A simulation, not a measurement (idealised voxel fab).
process module | voxel double patterning
cross-section cut | 250 nm wide | cells 5 nm
A cross-section is a grid of square cells, given in bands from the top down. A band is one or more rows of cells.
Each band's line starts with the height of the band's top and of its bottom, in nm. Then come its materials from left to right, each with its width in nm. One material with "throughout" fills the band from edge to edge. "air" is empty space.
Height 0 is the level under which the wafer as received is all one material. The lowest band goes on downwards, as in "0 down".
A width such as "30 to 40" changes by the same amount from each row of cells to the next, from the band's top row to its bottom row.
"no change" after a step means that no cell of the cross-section changed.
closed voids: empty space of 8 cells or more with no open way to the top, each as width x height at its distance from the left edge, in nm
after a step's settings: what the simulator itself notes on the step
overlay nm, on a step with a mask: how far to the right of its planned place the mask lay; to the left if negative
plan
1 op RECEIVE | material Si
2 op CONFORMAL_DEP | material SiO2 | thk nm 5
3 op DIRECTIONAL_DEP | material polySi | thk nm 10
4 op DIRECTIONAL_DEP | material SiCN | thk nm 10
5 op DIRECTIONAL_DEP | material aC | thk nm 10
6 op PATTERN | tone open | mask id FIRST | material resist | width nm 15 | pitch nm 50 | thk nm 25 | overlay nm 0
7 op DIRECTIONAL_ETCH | etch materials aC | depth nm 10
8 op STRIP | etch materials resist
9 op DIRECTIONAL_ETCH | etch materials SiCN | depth nm 10
10 op STRIP | etch materials aC
11 op PATTERN | tone open | mask id SECOND | material resist | width nm 15 | pitch nm 50 | thk nm 20 | overlay nm 0
12 op DIRECTIONAL_ETCH | etch materials SiCN | depth nm 10
13 op STRIP | etch materials resist
14 op DIRECTIONAL_ETCH | etch materials polySi | depth nm 10
15 op STRIP | etch materials SiCN
first wafer, as planned
as received, after step 1
  0 down: Si throughout
  closed voids: none
after step 2
  5 to 0: SiO2 throughout
  below 0: unchanged
after step 3
  15 to 5: polySi throughout
  below 5: unchanged
after step 4
  25 to 15: SiCN throughout
  below 15: unchanged
after step 5
  35 to 25: aC throughout
  below 25: unchanged
after step 6
  60 to 35: resist 65 | air 15 | resist 35 | air 15 | resist 35 | air 15 | resist 70
  below 35: unchanged
after step 7
  50 to 35: resist 65 | air 15 | resist 35 | air 15 | resist 35 | air 15 | resist 70
  35 to 25: aC 65 | air 15 | aC 35 | air 15 | aC 35 | air 15 | aC 70
  below 25: unchanged
after step 8
  35 to 25: aC 65 | air 15 | aC 35 | air 15 | aC 35 | air 15 | aC 70
  below 25: unchanged
after step 9
  35 to 25: aC 65 | air 15 | aC 35 | air 15 | aC 35 | air 15 | aC 70
  25 to 15: SiCN 65 | air 15 | SiCN 35 | air 15 | SiCN 35 | air 15 | SiCN 70
  below 15: unchanged
after step 10
  25 to 15: SiCN 65 | air 15 | SiCN 35 | air 15 | SiCN 35 | air 15 | SiCN 70
  below 15: unchanged
after step 11
  45 to 25: resist 90 | air 15 | resist 35 | air 15 | resist 95
  25 to 15: SiCN 65 | resist 15 | SiCN 35 | resist 15 | SiCN 35 | resist 15 | SiCN 70
  below 15: unchanged
after step 12
  45 to 25: resist 90 | air 15 | resist 35 | air 15 | resist 95
  25 to 15: SiCN 65 | resist 15 | SiCN 10 | air 15 | SiCN 10 | resist 15 | SiCN 10 | air 15 | SiCN 10 | resist 15 | SiCN 70
  below 15: unchanged
after step 13
  25 to 15: SiCN 65 | air 15 | SiCN 10 | air 15 | SiCN 10 | air 15 | SiCN 10 | air 15 | SiCN 10 | air 15 | SiCN 70
  below 15: unchanged
after step 14
  25 to 15: SiCN 65 | air 15 | SiCN 10 | air 15 | SiCN 10 | air 15 | SiCN 10 | air 15 | SiCN 10 | air 15 | SiCN 70
  15 to 5: polySi 65 | air 15 | polySi 10 | air 15 | polySi 10 | air 15 | polySi 10 | air 15 | polySi 10 | air 15 | polySi 70
  below 5: unchanged
after step 15
  15 to 5: polySi 65 | air 15 | polySi 10 | air 15 | polySi 10 | air 15 | polySi 10 | air 15 | polySi 10 | air 15 | polySi 70
  below 5: unchanged
second wafer: like start, like plan, one mistake. Through step 5 it matches the first wafer
when step 6 should have ended
  60 to 35: resist 55 | air 15 | resist 35 | air 15 | resist 35 | air 15 | resist 80
  below 35: unchanged
when step 7 should have ended
  50 to 35: resist 55 | air 15 | resist 35 | air 15 | resist 35 | air 15 | resist 80
  35 to 25: aC 55 | air 15 | aC 35 | air 15 | aC 35 | air 15 | aC 80
  below 25: unchanged
when step 8 should have ended
  35 to 25: aC 55 | air 15 | aC 35 | air 15 | aC 35 | air 15 | aC 80
  below 25: unchanged
when step 9 should have ended
  35 to 25: aC 55 | air 15 | aC 35 | air 15 | aC 35 | air 15 | aC 80
  25 to 15: SiCN 55 | air 15 | SiCN 35 | air 15 | SiCN 35 | air 15 | SiCN 80
  below 15: unchanged
when step 10 should have ended
  25 to 15: SiCN 55 | air 15 | SiCN 35 | air 15 | SiCN 35 | air 15 | SiCN 80
  below 15: unchanged
when step 11 should have ended
  45 to 25: resist 90 | air 15 | resist 35 | air 15 | resist 95
  25 to 15: SiCN 55 | resist 15 | SiCN 35 | resist 15 | SiCN 35 | resist 15 | SiCN 80
  below 15: unchanged
when step 12 should have ended
  45 to 25: resist 90 | air 15 | resist 35 | air 15 | resist 95
  25 to 15: SiCN 55 | resist 15 | SiCN 20 | air 15 | resist 15 | SiCN 20 | air 15 | resist 15 | SiCN 80
  below 15: unchanged
when step 13 should have ended
  25 to 15: SiCN 55 | air 15 | SiCN 20 | air 30 | SiCN 20 | air 30 | SiCN 80
  below 15: unchanged
when step 14 should have ended
  25 to 15: SiCN 55 | air 15 | SiCN 20 | air 30 | SiCN 20 | air 30 | SiCN 80
  15 to 5: polySi 55 | air 15 | polySi 20 | air 30 | polySi 20 | air 30 | polySi 80
  below 5: unchanged
when step 15 should have ended
  15 to 5: polySi 55 | air 15 | polySi 20 | air 30 | polySi 20 | air 30 | polySi 80
  below 5: unchanged
what went wrong: step 6 ran as: op PATTERN | tone open | mask id FIRST | material resist | width nm 15 | pitch nm 50 | thk nm 25 | overlay nm -10
at the end the second wafer has, in cells: as many of each material as the first, in other places
